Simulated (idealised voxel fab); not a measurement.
The following is a process module called voxel plated lines.
Section cut is 225 nm wide and gridded with 5 nm square cells.
We lay out every cross-section as a grid of square cells and spell it out in bands from the top down, where one band means one or more rows of cells.
First you get the band's top height and its bottom height, in nm, and then the materials it's made of, left to right, with each width in nm. If you see a single material with "full width", that one covers the band edge to edge. "blank" is empty space.
Heights from 0 (as-received wafer is one material below). Bottom band endless downward, as "z 0 and below".
So if you see something like "30..40" for the width, read it as the top row of the band sitting at the first number and the bottom row at the second, with every row in between moving by the same amount as the last.
Reading "changes: none" for a step: not a cell of the cross-section changed in it.
"Voids, fully enclosed" contains a list of empty spaces, each no smaller than 8 cells and without an open way to the top, written in the form width x height at distance with the distance from the left edge and all three in nm.
That trailing text on a step's line, after the settings, is the simulator's own remark on the step.
overlay nm: step with mask; distance mask lay right of planned place; negative value = left of planned place.
Process steps (planned)
1,RECEIVE | material Si
2,CONFORMAL_DEP | material Al2O3 | thk nm 15
3,DIRECTIONAL_DEP | material TiN | thk nm 5
4,PATTERN | tone open | mask id LINES | material resist | width nm 20 | pitch nm 45 | thk nm 30 | overlay nm 0
5,EPI | material Ru | thk nm 5
6,EPI | material Ru | thk nm 10
7,STRIP | etch materials resist
8,DIRECTIONAL_ETCH | etch materials TiN | depth nm 5
9,CONFORMAL_DEP | material SiN | thk nm 5
This is the cross-section of the wafer as we received it, i.e. after step 1
* z 0 and below | Si full width
* Voids, fully enclosed: none
End-of-module cross-section. Starting structure and process plan as above; one mistake made in running it
* z 40 to 35 | SiN (40) | blank (10) | SiN (35) | blank (10) | SiN (35) | blank (10) | SiN (35) | blank (10) | SiN (40)
* z 35 to 20 | Ru (35) | SiN (5) | blank (10) | SiN (5) | Ru (25) | SiN (5) | blank (10) | SiN (5) | Ru (25) | SiN (5) | blank (10) | SiN (5) | Ru (25) | SiN (5) | blank (10) | SiN (5) | Ru (35)
* z 20 to 15 | TiN (35) | SiN (20) | TiN (25) | SiN (20) | TiN (25) | SiN (20) | TiN (25) | SiN (20) | TiN (35)
* z 15 to 0 | Al2O3 full width
* z 0 and below | Si full width
* Voids, fully enclosed: none
The mistake made against the process plan was this: step 4 deviated from plan and actually ran as PATTERN | tone cover | mask id LINES | material resist | width nm 20 | pitch nm 45 | thk nm 30 | overlay nm 0
